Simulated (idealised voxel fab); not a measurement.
Process module in this document: voxel wiring stack
275 nm wide, 5 nm square cells: that's cross-section cut.
If you're reading a cross-section in this doc, picture square cells in a grid; it comes to you as bands, top ones listed first down to the bottom, and a band can be one or more rows of cells.
It is stipulated that each band's entry specify, in nanometres, the height of the top of the band and then that of its bottom, followed by the materials of the band in left-to-right sequence, each together with its width in nanometres. A single material marked by the word "full width" is understood to fill the band from edge to edge; the word "blank" is understood to denote empty space.
Note: height 0 marks the level under which the wafer is uniformly one material as received. Lowest band unbounded below, written "0 and below".
Graded width ("30 to 40"): value in top row of band = first number; value in bottom row = second number; row-to-row change constant.
"remains unaltered" after a step means that no cell of the cross-section changed.
Enclosed voids (no open way to top), threshold 8 cells or more, entry "Fully enclosed voids", notation width x height at distance, distance from left edge, nm.
It should be noted that, on the line of a given step, the content following the step's settings is a remark produced by the simulator itself with respect to that step.
A step line may carry the setting "overlay nm", which, for steps involving a mask, states the distance by which the mask lay to the right of its intended position; negative values denote displacement to the left.
[Process steps - plan]
| 1 | RECEIVE: material Si |
| 2 | CONFORMAL_DEP: material SiO2, thk nm 10 |
| 3 | CONFORMAL_DEP: material SiN, thk nm 5 |
| 4 | DIRECTIONAL_DEP: material lowk, thk nm 15 |
| 5 | MASKED_ETCH: tone open, mask id METAL_1, width nm 30, pitch nm 60, etch materials lowk, depth nm 15, overlay nm 0 |
| 6 | MASKED_ETCH: tone open, mask id METAL_1, width nm 30, pitch nm 60, etch materials SiN, depth nm 5, overlay nm 0 |
| 7 | CONFORMAL_DEP: material TiN, thk nm 5 |
| 8 | FILL_DEP: material W, thk nm 10 |
| 9 | CMP: height nm 30 |
| 10 | CONFORMAL_DEP: material SiCN, thk nm 5 |
| 11 | DIRECTIONAL_DEP: material lowk, thk nm 10 |
| 12 | DIRECTIONAL_DEP: material aC, thk nm 15 |
| 13 | PATTERN: tone open, mask id PLUG_1, material resist, width nm 15, pitch nm 120, thk nm 35, overlay nm 0 |
| 14 | DIRECTIONAL_ETCH: etch materials aC, depth nm 15 |
| 15 | STRIP: etch materials resist |
| 16 | DIRECTIONAL_ETCH: etch materials lowk, depth nm 10 |
| 17 | DIRECTIONAL_ETCH: etch materials SiCN, depth nm 5 |
| 18 | STRIP: etch materials aC |
| 19 | CONFORMAL_DEP: material TiN, thk nm 5 |
| 20 | FILL_DEP: material Ru, thk nm 5 |
| 21 | CMP: height nm 45 |
| 22 | DIRECTIONAL_DEP: material TiN, thk nm 5 |
| 23 | DIRECTIONAL_DEP: material W, thk nm 15 |
| 24 | MASKED_ETCH: tone cover, mask id METAL_2, width nm 30, pitch nm 60, etch materials W, depth nm 15, overlay nm 0 |
| 25 | MASKED_ETCH: tone cover, mask id METAL_2, width nm 30, pitch nm 60, etch materials TiN, depth nm 5, overlay nm 0 |
| 26 | CONFORMAL_DEP: material SiCN, thk nm 5 |
| 27 | FILL_DEP: material SiO2, thk nm 5 |
| 28 | CMP: height nm 65 |
| 29 | CONFORMAL_DEP: material SiCN, thk nm 5 |
| 30 | DIRECTIONAL_DEP: material SiO2, thk nm 25 |
| 31 | DIRECTIONAL_DEP: material aC, thk nm 15 |
| 32 | PATTERN: tone open, mask id METAL_3_HOLES, material resist, width nm 15, pitch nm 60, thk nm 35, overlay nm 0 |
| 33 | DIRECTIONAL_ETCH: etch materials aC, depth nm 15 |
| 34 | STRIP: etch materials resist |
| 35 | DIRECTIONAL_ETCH: etch materials SiO2, depth nm 25 |
| 36 | STRIP: etch materials aC |
| 37 | DIRECTIONAL_DEP: material aC, thk nm 10 |
| 38 | PATTERN: tone open, mask id METAL_3, material resist, width nm 30, pitch nm 60, thk nm 30, overlay nm 0 |
| 39 | DIRECTIONAL_ETCH: etch materials aC, depth nm 10 |
| 40 | STRIP: etch materials resist |
| 41 | DIRECTIONAL_ETCH: etch materials SiO2, depth nm 15 |
| 42 | DIRECTIONAL_ETCH: etch materials SiCN, depth nm 5 |
| 43 | STRIP: etch materials aC |
| 44 | CONFORMAL_DEP: material TiN, thk nm 5 |
| 45 | FILL_DEP: material Cu, thk nm 5 |
| 46 | CMP: height nm 95 |
| 47 | CONFORMAL_DEP: material SiCN, thk nm 5 |
[Below: the first of two wafers, run as planned]
[as received, after step 1]
- 0 and below: Si full width
- Fully enclosed voids: none
[Cross-section through the wafer, step 2 finished]
- 10 down to 0: SiO2 full width
- All layers under 0 are left as they were.
[Cross-section through the wafer, step 3 finished]
- 15 down to 10: SiN full width
- All layers under 10 are left as they were.
[Cross-section through the wafer, step 4 finished]
- 30 down to 15: lowk full width
- All layers under 15 are left as they were.
[Cross-section through the wafer, step 5 finished]
- 30 down to 15: 30 of lowk, 30 of blank, 30 of lowk, 30 of blank, 30 of lowk, 30 of blank, 30 of lowk, 30 of blank, 35 of lowk
- All layers under 15 are left as they were.
[Cross-section through the wafer, step 6 finished]
- 30 down to 15: 30 of lowk, 30 of blank, 30 of lowk, 30 of blank, 30 of lowk, 30 of blank, 30 of lowk, 30 of blank, 35 of lowk
- 15 down to 10: 30 of SiN, 30 of blank, 30 of SiN, 30 of blank, 30 of SiN, 30 of blank, 30 of SiN, 30 of blank, 35 of SiN
- All layers under 10 are left as they were.
[Cross-section through the wafer, step 7 finished]
- 35 down to 30: 35 of TiN, 20 of blank, 40 of TiN, 20 of blank, 40 of TiN, 20 of blank, 40 of TiN, 20 of blank, 40 of TiN
- 30 down to 15: 30 of lowk, 5 of TiN, 20 of blank, 5 of TiN, 30 of lowk, 5 of TiN, 20 of blank, 5 of TiN, 30 of lowk, 5 of TiN, 20 of blank, 5 of TiN, 30 of lowk, 5 of TiN, 20 of blank, 5 of TiN, 35 of lowk
- 15 down to 10: 30 of SiN, 30 of TiN, 30 of SiN, 30 of TiN, 30 of SiN, 30 of TiN, 30 of SiN, 30 of TiN, 35 of SiN
- All layers under 10 are left as they were.
[Cross-section through the wafer, step 8 finished]
- 45 down to 35: W full width
- 35 down to 30: 35 of TiN, 20 of W, 40 of TiN, 20 of W, 40 of TiN, 20 of W, 40 of TiN, 20 of W, 40 of TiN
- 30 down to 15: 30 of lowk, 5 of TiN, 20 of W, 5 of TiN, 30 of lowk, 5 of TiN, 20 of W, 5 of TiN, 30 of lowk, 5 of TiN, 20 of W, 5 of TiN, 30 of lowk, 5 of TiN, 20 of W, 5 of TiN, 35 of lowk
- All layers under 15 are left as they were.
[Cross-section through the wafer, step 9 finished]
- 30 down to 15: 30 of lowk, 5 of TiN, 20 of W, 5 of TiN, 30 of lowk, 5 of TiN, 20 of W, 5 of TiN, 30 of lowk, 5 of TiN, 20 of W, 5 of TiN, 30 of lowk, 5 of TiN, 20 of W, 5 of TiN, 35 of lowk
- All layers under 15 are left as they were.
[Cross-section through the wafer, step 10 finished]
- 35 down to 30: SiCN full width
- All layers under 30 are left as they were.
[Cross-section through the wafer, step 11 finished]
- 45 down to 35: lowk full width
- All layers under 35 are left as they were.
[Cross-section through the wafer, step 12 finished]
- 60 down to 45: aC full width
- All layers under 45 are left as they were.
[Cross-section through the wafer, step 13 finished]
- 95 down to 60: 30 of resist, 15 of blank, 105 of resist, 15 of blank, 110 of resist
- All layers under 60 are left as they were.
[Cross-section through the wafer, step 14 finished]
- 80 down to 60: 30 of resist, 15 of blank, 105 of resist, 15 of blank, 110 of resist
- 60 down to 45: 30 of aC, 15 of blank, 105 of aC, 15 of blank, 110 of aC
- All layers under 45 are left as they were.
[Cross-section through the wafer, step 15 finished]
- 60 down to 45: 30 of aC, 15 of blank, 105 of aC, 15 of blank, 110 of aC
- All layers under 45 are left as they were.
[Cross-section through the wafer, step 16 finished]
- 60 down to 45: 30 of aC, 15 of blank, 105 of aC, 15 of blank, 110 of aC
- 45 down to 35: 30 of lowk, 15 of blank, 105 of lowk, 15 of blank, 110 of lowk
- All layers under 35 are left as they were.
[Cross-section through the wafer, step 17 finished]
- 60 down to 45: 30 of aC, 15 of blank, 105 of aC, 15 of blank, 110 of aC
- 45 down to 35: 30 of lowk, 15 of blank, 105 of lowk, 15 of blank, 110 of lowk
- 35 down to 30: 30 of SiCN, 15 of blank, 105 of SiCN, 15 of blank, 110 of SiCN
- All layers under 30 are left as they were.
[Cross-section through the wafer, step 18 finished]
- 45 down to 35: 30 of lowk, 15 of blank, 105 of lowk, 15 of blank, 110 of lowk
- All layers under 35 are left as they were.
[Cross-section through the wafer, step 19 finished]
- 50 down to 45: 35 of TiN, 5 of blank, 115 of TiN, 5 of blank, 115 of TiN
- 45 down to 35: 30 of lowk, 5 of TiN, 5 of blank, 5 of TiN, 105 of lowk, 5 of TiN, 5 of blank, 5 of TiN, 110 of lowk
- 35 down to 30: 30 of SiCN, 15 of TiN, 105 of SiCN, 15 of TiN, 110 of SiCN
- All layers under 30 are left as they were.
[Cross-section through the wafer, step 20 finished]
- 55 down to 50: Ru full width
- 50 down to 45: 35 of TiN, 5 of Ru, 115 of TiN, 5 of Ru, 115 of TiN
- 45 down to 35: 30 of lowk, 5 of TiN, 5 of Ru, 5 of TiN, 105 of lowk, 5 of TiN, 5 of Ru, 5 of TiN, 110 of lowk
- All layers under 35 are left as they were.
[Cross-section through the wafer, step 21 finished]
- 45 down to 35: 30 of lowk, 5 of TiN, 5 of Ru, 5 of TiN, 105 of lowk, 5 of TiN, 5 of Ru, 5 of TiN, 110 of lowk
- All layers under 35 are left as they were.
[Cross-section through the wafer, step 22 finished]
- 50 down to 45: TiN full width
- All layers under 45 are left as they were.
[Cross-section through the wafer, step 23 finished]
- 65 down to 50: W full width
- All layers under 50 are left as they were.
[Cross-section through the wafer, step 24 finished]
- 65 down to 50: 30 of blank, 30 of W, 30 of blank, 30 of W, 30 of blank, 30 of W, 30 of blank, 30 of W, 35 of blank
- All layers under 50 are left as they were.
[Cross-section through the wafer, step 25 finished]
- 65 down to 50: 30 of blank, 30 of W, 30 of blank, 30 of W, 30 of blank, 30 of W, 30 of blank, 30 of W, 35 of blank
- 50 down to 45: 30 of blank, 30 of TiN, 30 of blank, 30 of TiN, 30 of blank, 30 of TiN, 30 of blank, 30 of TiN, 35 of blank
- All layers under 45 are left as they were.
[Cross-section through the wafer, step 26 finished]
- 70 down to 65: 25 of blank, 40 of SiCN, 20 of blank, 40 of SiCN, 20 of blank, 40 of SiCN, 20 of blank, 40 of SiCN, 30 of blank
- 65 down to 50: 25 of blank, 5 of SiCN, 30 of W, 5 of SiCN, 20 of blank, 5 of SiCN, 30 of W, 5 of SiCN, 20 of blank, 5 of SiCN, 30 of W, 5 of SiCN, 20 of blank, 5 of SiCN, 30 of W, 5 of SiCN, 30 of blank
- 50 down to 45: 30 of SiCN, 30 of TiN, 30 of SiCN, 30 of TiN, 30 of SiCN, 30 of TiN, 30 of SiCN, 30 of TiN, 35 of SiCN
- All layers under 45 are left as they were.
[Cross-section through the wafer, step 27 finished]
- 75 down to 70: SiO2 full width
- 70 down to 65: 25 of SiO2, 40 of SiCN, 20 of SiO2, 40 of SiCN, 20 of SiO2, 40 of SiCN, 20 of SiO2, 40 of SiCN, 30 of SiO2
- 65 down to 50: 25 of SiO2, 5 of SiCN, 30 of W, 5 of SiCN, 20 of SiO2, 5 of SiCN, 30 of W, 5 of SiCN, 20 of SiO2, 5 of SiCN, 30 of W, 5 of SiCN, 20 of SiO2, 5 of SiCN, 30 of W, 5 of SiCN, 30 of SiO2
- All layers under 50 are left as they were.
[Cross-section through the wafer, step 28 finished]
- 65 down to 50: 25 of SiO2, 5 of SiCN, 30 of W, 5 of SiCN, 20 of SiO2, 5 of SiCN, 30 of W, 5 of SiCN, 20 of SiO2, 5 of SiCN, 30 of W, 5 of SiCN, 20 of SiO2, 5 of SiCN, 30 of W, 5 of SiCN, 30 of SiO2
- All layers under 50 are left as they were.
[Cross-section through the wafer, step 29 finished]
- 70 down to 65: SiCN full width
- All layers under 65 are left as they were.
[Cross-section through the wafer, step 30 finished]
- 95 down to 70: SiO2 full width
- All layers under 70 are left as they were.
[Cross-section through the wafer, step 31 finished]
- 110 down to 95: aC full width
- All layers under 95 are left as they were.
[Cross-section through the wafer, step 32 finished]
- 145 down to 110: 30 of resist, 15 of blank, 45 of resist, 15 of blank, 45 of resist, 15 of blank, 45 of resist, 15 of blank, 50 of resist
- All layers under 110 are left as they were.
[Cross-section through the wafer, step 33 finished]
- 130 down to 110: 30 of resist, 15 of blank, 45 of resist, 15 of blank, 45 of resist, 15 of blank, 45 of resist, 15 of blank, 50 of resist
- 110 down to 95: 30 of aC, 15 of blank, 45 of aC, 15 of blank, 45 of aC, 15 of blank, 45 of aC, 15 of blank, 50 of aC
- All layers under 95 are left as they were.
[Cross-section through the wafer, step 34 finished]
- 110 down to 95: 30 of aC, 15 of blank, 45 of aC, 15 of blank, 45 of aC, 15 of blank, 45 of aC, 15 of blank, 50 of aC
- All layers under 95 are left as they were.
[Cross-section through the wafer, step 35 finished]
- 110 down to 95: 30 of aC, 15 of blank, 45 of aC, 15 of blank, 45 of aC, 15 of blank, 45 of aC, 15 of blank, 50 of aC
- 95 down to 70: 30 of SiO2, 15 of blank, 45 of SiO2, 15 of blank, 45 of SiO2, 15 of blank, 45 of SiO2, 15 of blank, 50 of SiO2
- All layers under 70 are left as they were.
[Cross-section through the wafer, step 36 finished]
- 95 down to 70: 30 of SiO2, 15 of blank, 45 of SiO2, 15 of blank, 45 of SiO2, 15 of blank, 45 of SiO2, 15 of blank, 50 of SiO2
- All layers under 70 are left as they were.
[Cross-section through the wafer, step 37 finished]
- 105 down to 95: 30 of aC, 15 of blank, 45 of aC, 15 of blank, 45 of aC, 15 of blank, 45 of aC, 15 of blank, 50 of aC
- 95 down to 80: 30 of SiO2, 15 of blank, 45 of SiO2, 15 of blank, 45 of SiO2, 15 of blank, 45 of SiO2, 15 of blank, 50 of SiO2
- 80 down to 70: 30 of SiO2, 15 of aC, 45 of SiO2, 15 of aC, 45 of SiO2, 15 of aC, 45 of SiO2, 15 of aC, 50 of SiO2
- All layers under 70 are left as they were.
[Cross-section through the wafer, step 38 finished]
- 135 down to 105: 30 of resist, 30 of blank, 30 of resist, 30 of blank, 30 of resist, 30 of blank, 30 of resist, 30 of blank, 35 of resist
- All layers under 105 are left as they were.
[Cross-section through the wafer, step 39 finished]
- 125 down to 105: 30 of resist, 30 of blank, 30 of resist, 30 of blank, 30 of resist, 30 of blank, 30 of resist, 30 of blank, 35 of resist
- 105 down to 95: 30 of aC, 30 of blank, 30 of aC, 30 of blank, 30 of aC, 30 of blank, 30 of aC, 30 of blank, 35 of aC
- 95 down to 70: 30 of SiO2, 15 of blank, 45 of SiO2, 15 of blank, 45 of SiO2, 15 of blank, 45 of SiO2, 15 of blank, 50 of SiO2
- All layers under 70 are left as they were.
[Cross-section through the wafer, step 40 finished]
- 105 down to 95: 30 of aC, 30 of blank, 30 of aC, 30 of blank, 30 of aC, 30 of blank, 30 of aC, 30 of blank, 35 of aC
- All layers under 95 are left as they were.
[Cross-section through the wafer, step 41 finished]
- 105 down to 95: 30 of aC, 30 of blank, 30 of aC, 30 of blank, 30 of aC, 30 of blank, 30 of aC, 30 of blank, 35 of aC
- 95 down to 80: 30 of SiO2, 30 of blank, 30 of SiO2, 30 of blank, 30 of SiO2, 30 of blank, 30 of SiO2, 30 of blank, 35 of SiO2
- All layers under 80 are left as they were.
[Cross-section through the wafer, step 42 finished]
- 105 down to 95: 30 of aC, 30 of blank, 30 of aC, 30 of blank, 30 of aC, 30 of blank, 30 of aC, 30 of blank, 35 of aC
- 95 down to 80: 30 of SiO2, 30 of blank, 30 of SiO2, 30 of blank, 30 of SiO2, 30 of blank, 30 of SiO2, 30 of blank, 35 of SiO2
- 80 down to 70: 30 of SiO2, 15 of blank, 45 of SiO2, 15 of blank, 45 of SiO2, 15 of blank, 45 of SiO2, 15 of blank, 50 of SiO2
- 70 down to 65: 30 of SiCN, 15 of blank, 45 of SiCN, 15 of blank, 45 of SiCN, 15 of blank, 45 of SiCN, 15 of blank, 50 of SiCN
- All layers under 65 are left as they were.
[Cross-section through the wafer, step 43 finished]
- 95 down to 80: 30 of SiO2, 30 of blank, 30 of SiO2, 30 of blank, 30 of SiO2, 30 of blank, 30 of SiO2, 30 of blank, 35 of SiO2
- All layers under 80 are left as they were.
[Cross-section through the wafer, step 44 finished]
- 100 down to 95: 35 of TiN, 20 of blank, 40 of TiN, 20 of blank, 40 of TiN, 20 of blank, 40 of TiN, 20 of blank, 40 of TiN
- 95 down to 85: 30 of SiO2, 5 of TiN, 20 of blank, 5 of TiN, 30 of SiO2, 5 of TiN, 20 of blank, 5 of TiN, 30 of SiO2, 5 of TiN, 20 of blank, 5 of TiN, 30 of SiO2, 5 of TiN, 20 of blank, 5 of TiN, 35 of SiO2
- 85 down to 80: 30 of SiO2, 5 of TiN, 5 of blank, 20 of TiN, 30 of SiO2, 5 of TiN, 5 of blank, 20 of TiN, 30 of SiO2, 5 of TiN, 5 of blank, 20 of TiN, 30 of SiO2, 5 of TiN, 5 of blank, 20 of TiN, 35 of SiO2
- 80 down to 70: 30 of SiO2, 5 of TiN, 5 of blank, 5 of TiN, 45 of SiO2, 5 of TiN, 5 of blank, 5 of TiN, 45 of SiO2, 5 of TiN, 5 of blank, 5 of TiN, 45 of SiO2, 5 of TiN, 5 of blank, 5 of TiN, 50 of SiO2
- 70 down to 65: 30 of SiCN, 15 of TiN, 45 of SiCN, 15 of TiN, 45 of SiCN, 15 of TiN, 45 of SiCN, 15 of TiN, 50 of SiCN
- All layers under 65 are left as they were.
[Cross-section through the wafer, step 45 finished]
- 105 down to 100: Cu full width
- 100 down to 95: 35 of TiN, 20 of Cu, 40 of TiN, 20 of Cu, 40 of TiN, 20 of Cu, 40 of TiN, 20 of Cu, 40 of TiN
- 95 down to 85: 30 of SiO2, 5 of TiN, 20 of Cu, 5 of TiN, 30 of SiO2, 5 of TiN, 20 of Cu, 5 of TiN, 30 of SiO2, 5 of TiN, 20 of Cu, 5 of TiN, 30 of SiO2, 5 of TiN, 20 of Cu, 5 of TiN, 35 of SiO2
- 85 down to 80: 30 of SiO2, 5 of TiN, 5 of Cu, 20 of TiN, 30 of SiO2, 5 of TiN, 5 of Cu, 20 of TiN, 30 of SiO2, 5 of TiN, 5 of Cu, 20 of TiN, 30 of SiO2, 5 of TiN, 5 of Cu, 20 of TiN, 35 of SiO2
- 80 down to 70: 30 of SiO2, 5 of TiN, 5 of Cu, 5 of TiN, 45 of SiO2, 5 of TiN, 5 of Cu, 5 of TiN, 45 of SiO2, 5 of TiN, 5 of Cu, 5 of TiN, 45 of SiO2, 5 of TiN, 5 of Cu, 5 of TiN, 50 of SiO2
- All layers under 70 are left as they were.
[Cross-section through the wafer, step 46 finished]
- 95 down to 85: 30 of SiO2, 5 of TiN, 20 of Cu, 5 of TiN, 30 of SiO2, 5 of TiN, 20 of Cu, 5 of TiN, 30 of SiO2, 5 of TiN, 20 of Cu, 5 of TiN, 30 of SiO2, 5 of TiN, 20 of Cu, 5 of TiN, 35 of SiO2
- All layers under 85 are left as they were.
[Cross-section through the wafer, step 47 finished]
- 100 down to 95: SiCN full width
- All layers under 95 are left as they were.
[The second wafer: identical to the first at the outset and in its planned sequence, differing only in that one mistake was made during processing; up to and including step 23, its path is the first wafer's path]
[Cross-sectional view of the second wafer at the intended end time of process step 24]
- 65 down to 50: 30 of W, 30 of blank, 30 of W, 30 of blank, 30 of W, 30 of blank, 30 of W, 30 of blank, 35 of W
- All layers under 50 are left as they were.
Cross-sectional view of the second wafer at the intended end time of process step 25: remains unaltered
[Cross-sectional view of the second wafer at the intended end time of process step 26]
- 70 down to 65: 35 of SiCN, 20 of blank, 40 of SiCN, 20 of blank, 40 of SiCN, 20 of blank, 40 of SiCN, 20 of blank, 40 of SiCN
- 65 down to 55: 30 of W, 5 of SiCN, 20 of blank, 5 of SiCN, 30 of W, 5 of SiCN, 20 of blank, 5 of SiCN, 30 of W, 5 of SiCN, 20 of blank, 5 of SiCN, 30 of W, 5 of SiCN, 20 of blank, 5 of SiCN, 35 of W
- 55 down to 50: 30 of W, 30 of SiCN, 30 of W, 30 of SiCN, 30 of W, 30 of SiCN, 30 of W, 30 of SiCN, 35 of W
- All layers under 50 are left as they were.
[Cross-sectional view of the second wafer at the intended end time of process step 27]
- 75 down to 70: SiO2 full width
- 70 down to 65: 35 of SiCN, 20 of SiO2, 40 of SiCN, 20 of SiO2, 40 of SiCN, 20 of SiO2, 40 of SiCN, 20 of SiO2, 40 of SiCN
- 65 down to 55: 30 of W, 5 of SiCN, 20 of SiO2, 5 of SiCN, 30 of W, 5 of SiCN, 20 of SiO2, 5 of SiCN, 30 of W, 5 of SiCN, 20 of SiO2, 5 of SiCN, 30 of W, 5 of SiCN, 20 of SiO2, 5 of SiCN, 35 of W
- All layers under 55 are left as they were.
[Cross-sectional view of the second wafer at the intended end time of process step 28]
- 65 down to 55: 30 of W, 5 of SiCN, 20 of SiO2, 5 of SiCN, 30 of W, 5 of SiCN, 20 of SiO2, 5 of SiCN, 30 of W, 5 of SiCN, 20 of SiO2, 5 of SiCN, 30 of W, 5 of SiCN, 20 of SiO2, 5 of SiCN, 35 of W
- All layers under 55 are left as they were.
[Cross-sectional view of the second wafer at the intended end time of process step 29]
- 70 down to 65: SiCN full width
- All layers under 65 are left as they were.
[Cross-sectional view of the second wafer at the intended end time of process step 30]
- 95 down to 70: SiO2 full width
- All layers under 70 are left as they were.
[Cross-sectional view of the second wafer at the intended end time of process step 31]
- 110 down to 95: aC full width
- All layers under 95 are left as they were.
[Cross-sectional view of the second wafer at the intended end time of process step 32]
- 145 down to 110: 30 of resist, 15 of blank, 45 of resist, 15 of blank, 45 of resist, 15 of blank, 45 of resist, 15 of blank, 50 of resist
- All layers under 110 are left as they were.
[Cross-sectional view of the second wafer at the intended end time of process step 33]
- 130 down to 110: 30 of resist, 15 of blank, 45 of resist, 15 of blank, 45 of resist, 15 of blank, 45 of resist, 15 of blank, 50 of resist
- 110 down to 95: 30 of aC, 15 of blank, 45 of aC, 15 of blank, 45 of aC, 15 of blank, 45 of aC, 15 of blank, 50 of aC
- All layers under 95 are left as they were.
[Cross-sectional view of the second wafer at the intended end time of process step 34]
- 110 down to 95: 30 of aC, 15 of blank, 45 of aC, 15 of blank, 45 of aC, 15 of blank, 45 of aC, 15 of blank, 50 of aC
- All layers under 95 are left as they were.
[Cross-sectional view of the second wafer at the intended end time of process step 35]
- 110 down to 95: 30 of aC, 15 of blank, 45 of aC, 15 of blank, 45 of aC, 15 of blank, 45 of aC, 15 of blank, 50 of aC
- 95 down to 70: 30 of SiO2, 15 of blank, 45 of SiO2, 15 of blank, 45 of SiO2, 15 of blank, 45 of SiO2, 15 of blank, 50 of SiO2
- All layers under 70 are left as they were.
[Cross-sectional view of the second wafer at the intended end time of process step 36]
- 95 down to 70: 30 of SiO2, 15 of blank, 45 of SiO2, 15 of blank, 45 of SiO2, 15 of blank, 45 of SiO2, 15 of blank, 50 of SiO2
- All layers under 70 are left as they were.
[Cross-sectional view of the second wafer at the intended end time of process step 37]
- 105 down to 95: 30 of aC, 15 of blank, 45 of aC, 15 of blank, 45 of aC, 15 of blank, 45 of aC, 15 of blank, 50 of aC
- 95 down to 80: 30 of SiO2, 15 of blank, 45 of SiO2, 15 of blank, 45 of SiO2, 15 of blank, 45 of SiO2, 15 of blank, 50 of SiO2
- 80 down to 70: 30 of SiO2, 15 of aC, 45 of SiO2, 15 of aC, 45 of SiO2, 15 of aC, 45 of SiO2, 15 of aC, 50 of SiO2
- All layers under 70 are left as they were.
[Cross-sectional view of the second wafer at the intended end time of process step 38]
- 135 down to 105: 30 of resist, 30 of blank, 30 of resist, 30 of blank, 30 of resist, 30 of blank, 30 of resist, 30 of blank, 35 of resist
- All layers under 105 are left as they were.
[Cross-sectional view of the second wafer at the intended end time of process step 39]
- 125 down to 105: 30 of resist, 30 of blank, 30 of resist, 30 of blank, 30 of resist, 30 of blank, 30 of resist, 30 of blank, 35 of resist
- 105 down to 95: 30 of aC, 30 of blank, 30 of aC, 30 of blank, 30 of aC, 30 of blank, 30 of aC, 30 of blank, 35 of aC
- 95 down to 70: 30 of SiO2, 15 of blank, 45 of SiO2, 15 of blank, 45 of SiO2, 15 of blank, 45 of SiO2, 15 of blank, 50 of SiO2
- All layers under 70 are left as they were.
[Cross-sectional view of the second wafer at the intended end time of process step 40]
- 105 down to 95: 30 of aC, 30 of blank, 30 of aC, 30 of blank, 30 of aC, 30 of blank, 30 of aC, 30 of blank, 35 of aC
- All layers under 95 are left as they were.
[Cross-sectional view of the second wafer at the intended end time of process step 41]
- 105 down to 95: 30 of aC, 30 of blank, 30 of aC, 30 of blank, 30 of aC, 30 of blank, 30 of aC, 30 of blank, 35 of aC
- 95 down to 80: 30 of SiO2, 30 of blank, 30 of SiO2, 30 of blank, 30 of SiO2, 30 of blank, 30 of SiO2, 30 of blank, 35 of SiO2
- All layers under 80 are left as they were.
[Cross-sectional view of the second wafer at the intended end time of process step 42]
- 105 down to 95: 30 of aC, 30 of blank, 30 of aC, 30 of blank, 30 of aC, 30 of blank, 30 of aC, 30 of blank, 35 of aC
- 95 down to 80: 30 of SiO2, 30 of blank, 30 of SiO2, 30 of blank, 30 of SiO2, 30 of blank, 30 of SiO2, 30 of blank, 35 of SiO2
- 80 down to 70: 30 of SiO2, 15 of blank, 45 of SiO2, 15 of blank, 45 of SiO2, 15 of blank, 45 of SiO2, 15 of blank, 50 of SiO2
- 70 down to 65: 30 of SiCN, 15 of blank, 45 of SiCN, 15 of blank, 45 of SiCN, 15 of blank, 45 of SiCN, 15 of blank, 50 of SiCN
- All layers under 65 are left as they were.
[Cross-sectional view of the second wafer at the intended end time of process step 43]
- 95 down to 80: 30 of SiO2, 30 of blank, 30 of SiO2, 30 of blank, 30 of SiO2, 30 of blank, 30 of SiO2, 30 of blank, 35 of SiO2
- All layers under 80 are left as they were.
[Cross-sectional view of the second wafer at the intended end time of process step 44]
- 100 down to 95: 35 of TiN, 20 of blank, 40 of TiN, 20 of blank, 40 of TiN, 20 of blank, 40 of TiN, 20 of blank, 40 of TiN
- 95 down to 85: 30 of SiO2, 5 of TiN, 20 of blank, 5 of TiN, 30 of SiO2, 5 of TiN, 20 of blank, 5 of TiN, 30 of SiO2, 5 of TiN, 20 of blank, 5 of TiN, 30 of SiO2, 5 of TiN, 20 of blank, 5 of TiN, 35 of SiO2
- 85 down to 80: 30 of SiO2, 5 of TiN, 5 of blank, 20 of TiN, 30 of SiO2, 5 of TiN, 5 of blank, 20 of TiN, 30 of SiO2, 5 of TiN, 5 of blank, 20 of TiN, 30 of SiO2, 5 of TiN, 5 of blank, 20 of TiN, 35 of SiO2
- 80 down to 70: 30 of SiO2, 5 of TiN, 5 of blank, 5 of TiN, 45 of SiO2, 5 of TiN, 5 of blank, 5 of TiN, 45 of SiO2, 5 of TiN, 5 of blank, 5 of TiN, 45 of SiO2, 5 of TiN, 5 of blank, 5 of TiN, 50 of SiO2
- 70 down to 65: 30 of SiCN, 15 of TiN, 45 of SiCN, 15 of TiN, 45 of SiCN, 15 of TiN, 45 of SiCN, 15 of TiN, 50 of SiCN
- All layers under 65 are left as they were.
[Cross-sectional view of the second wafer at the intended end time of process step 45]
- 105 down to 100: Cu full width
- 100 down to 95: 35 of TiN, 20 of Cu, 40 of TiN, 20 of Cu, 40 of TiN, 20 of Cu, 40 of TiN, 20 of Cu, 40 of TiN
- 95 down to 85: 30 of SiO2, 5 of TiN, 20 of Cu, 5 of TiN, 30 of SiO2, 5 of TiN, 20 of Cu, 5 of TiN, 30 of SiO2, 5 of TiN, 20 of Cu, 5 of TiN, 30 of SiO2, 5 of TiN, 20 of Cu, 5 of TiN, 35 of SiO2
- 85 down to 80: 30 of SiO2, 5 of TiN, 5 of Cu, 20 of TiN, 30 of SiO2, 5 of TiN, 5 of Cu, 20 of TiN, 30 of SiO2, 5 of TiN, 5 of Cu, 20 of TiN, 30 of SiO2, 5 of TiN, 5 of Cu, 20 of TiN, 35 of SiO2
- 80 down to 70: 30 of SiO2, 5 of TiN, 5 of Cu, 5 of TiN, 45 of SiO2, 5 of TiN, 5 of Cu, 5 of TiN, 45 of SiO2, 5 of TiN, 5 of Cu, 5 of TiN, 45 of SiO2, 5 of TiN, 5 of Cu, 5 of TiN, 50 of SiO2
- All layers under 70 are left as they were.
[Cross-sectional view of the second wafer at the intended end time of process step 46]
- 95 down to 85: 30 of SiO2, 5 of TiN, 20 of Cu, 5 of TiN, 30 of SiO2, 5 of TiN, 20 of Cu, 5 of TiN, 30 of SiO2, 5 of TiN, 20 of Cu, 5 of TiN, 30 of SiO2, 5 of TiN, 20 of Cu, 5 of TiN, 35 of SiO2
- All layers under 85 are left as they were.
[Cross-sectional view of the second wafer at the intended end time of process step 47]
- 100 down to 95: SiCN full width
- All layers under 95 are left as they were.
In executing the process, a mistake was made relative to the plan: step 24 was run on a setting that differed from the plan, and what really ran there is MASKED_ETCH: tone open, mask id METAL_2, width nm 30, pitch nm 60, etch materials W, depth nm 15, overlay nm 0
Final difference in cells, second wafer against first, listed per material as more or fewer: 15 fewer of SiCN, 37 fewer of SiO2, 31 more of TiN, 21 more of W
